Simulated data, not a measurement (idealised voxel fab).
voxel ribs on slabs: a process module
FYI the section here is cut, 250 nm wide, cells are 5 nm squares.
A cross-section is written here as square cells arranged in a grid, and it is given in bands from the top down, each band taking up one or more rows of cells.
First you get the band's top height and its bottom height, in nm, and then the materials it's made of, left to right, with each width in nm. If you see a single material with "throughout", that one covers the band edge to edge. "blank" is empty space.
For the purposes of this specification, 0 denotes the height below which the wafer in its as-received condition is composed wholly of one material, and the lowermost band, lacking a lower limit, extends downward without end, as expressed in "0 nm and below".
Top row gets the first number, bottom row gets the second, and each row in between changes by the same step: that is how a band width like "30->40" works.
"stayed the same" for a step: no cell of the cross-section changed in that step.
Under "Fully sealed cavities" you'll find the enclosed gaps, the ones with no way out to the top, that are 8 cells or bigger; each reads width x height at distance, with distance counted from the left edge, everything in nm.
Anything after a step's settings on that line? It's the simulator's own note about the step.
When a step includes a mask, the "overlay nm" setting on its line states how far to the right of its planned place that mask lay, and negative values state how far to the left.
**Steps planned for the process**
1 RECEIVE with material Si
2 DIRECTIONAL_DEP with material SiO2, thk nm 20
3 DIRECTIONAL_DEP with material SiN, thk nm 20
4 PATTERN with tone cover, mask id RIB, material resist, width nm 25, thk nm 20, overlay nm 0
5 DIRECTIONAL_ETCH with etch materials SiN, depth nm 10
6 STRIP with etch materials resist
7 PATTERN with tone cover, mask id SLAB, material resist, width nm 55, thk nm 15, overlay nm 0
8 DIRECTIONAL_ETCH with etch materials SiN, depth nm 10
9 STRIP with etch materials resist
10 FILL_DEP with material SiO2, thk nm 15
11 CMP with height nm 50
12 DIRECTIONAL_DEP with material TiN, thk nm 10
13 MASKED_ETCH with tone cover, mask id HEATER, width nm 35, etch materials TiN, depth nm 10, overlay nm 0
14 CONFORMAL_DEP with material SiN, thk nm 10
**Incoming wafer, cross-sectional view, post step 1**
> 0 nm and below  Si throughout
> Fully sealed cavities: none
**The cross-section shown corresponds to the wafer at the conclusion of the module. The initial structure and the process plan are those presented above; however, one mistake occurred in executing the plan**
> 70 nm to 60 nm  blank=95 / SiN=55 / blank=100
> 60 nm to 50 nm  SiN=105 / TiN=35 / SiN=110
> 50 nm to 40 nm  SiO2 throughout
> 40 nm to 30 nm  SiO2=95 / SiN=15 / SiO2=25 / SiN=15 / SiO2=100
> 30 nm to 20 nm  SiN throughout
> 20 nm to 0 nm  SiO2 throughout
> 0 nm and below  Si throughout
> Fully sealed cavities: none
It is concluded that the wafer was processed incorrectly with respect to the plan, in that step 4 was not run as planned; what actually ran was PATTERN with tone open, mask id RIB, material resist, width nm 25, thk nm 20, overlay nm 0
